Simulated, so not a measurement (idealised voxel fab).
process module | voxel released beams
cross-section cut | 190 nm wide | cells 5 nm
A cross-section is a grid of square cells, given in bands from the top down. A band is one or more rows of cells.
Each band's line starts with the height of the band's top and of its bottom, in nm. Then come its materials from left to right, each with its width in nm. One material with "throughout" fills the band from edge to edge. "air" is empty space.
Height 0 is the level under which the wafer as received is all one material. The lowest band goes on downwards, as in "0 down".
A width such as "30 to 40" changes by the same amount from each row of cells to the next, from the band's top row to its bottom row.
"no change" after a step means that no cell of the cross-section changed.
closed voids: empty space of 8 cells or more with no open way to the top, each as width x height at its distance from the left edge, in nm
after a step's settings: what the simulator itself notes on the step
overlay nm, on a step with a mask: how far to the right of its planned place the mask lay; to the left if negative
plan
1 op RECEIVE | material Si
2 op CONFORMAL_DEP | material SiN | thk nm 10
3 op DIRECTIONAL_DEP | material SiO2 | thk nm 10
4 op DIRECTIONAL_DEP | material aC | thk nm 15
5 op PATTERN | tone open | mask id ANCHOR | material resist | width nm 35 | thk nm 35 | overlay nm 0
6 op DIRECTIONAL_ETCH | etch materials aC | depth nm 15
7 op STRIP | etch materials resist
8 op DIRECTIONAL_ETCH | etch materials SiO2 | depth nm 10
9 op STRIP | etch materials aC
10 op CONFORMAL_DEP | material TiN | thk nm 10
11 op DIRECTIONAL_DEP | material aC | thk nm 10
12 op PATTERN | tone cover | mask id BEAM | material resist | width nm 100 | thk nm 30 | overlay nm 0
13 op DIRECTIONAL_ETCH | etch materials aC | depth nm 10
14 op STRIP | etch materials resist
15 op DIRECTIONAL_ETCH | etch materials TiN | depth nm 10
16 op STRIP | etch materials aC
17 op STRIP | etch materials SiO2
as received, after step 1
  0 down: Si throughout
  closed voids: none
first wafer at the end, as planned
  30 to 20: air 40 | TiN 15 | air 15 | TiN 70 | air 50
  20 to 10: air 45 | TiN 35 | air 110
  10 to 0: SiN throughout
  0 down: Si throughout
  closed voids: none
second wafer at the end: like start, like plan, one mistake
  20 to 10: air 40 | TiN 15 | air 15 | TiN 70 | air 50
  10 to 0: air 45 | TiN 35 | air 110
  0 down: Si throughout
  closed voids: none
what went wrong: step 2 was left out
at the end the second wafer has, in cells: 76 fewer of SiN
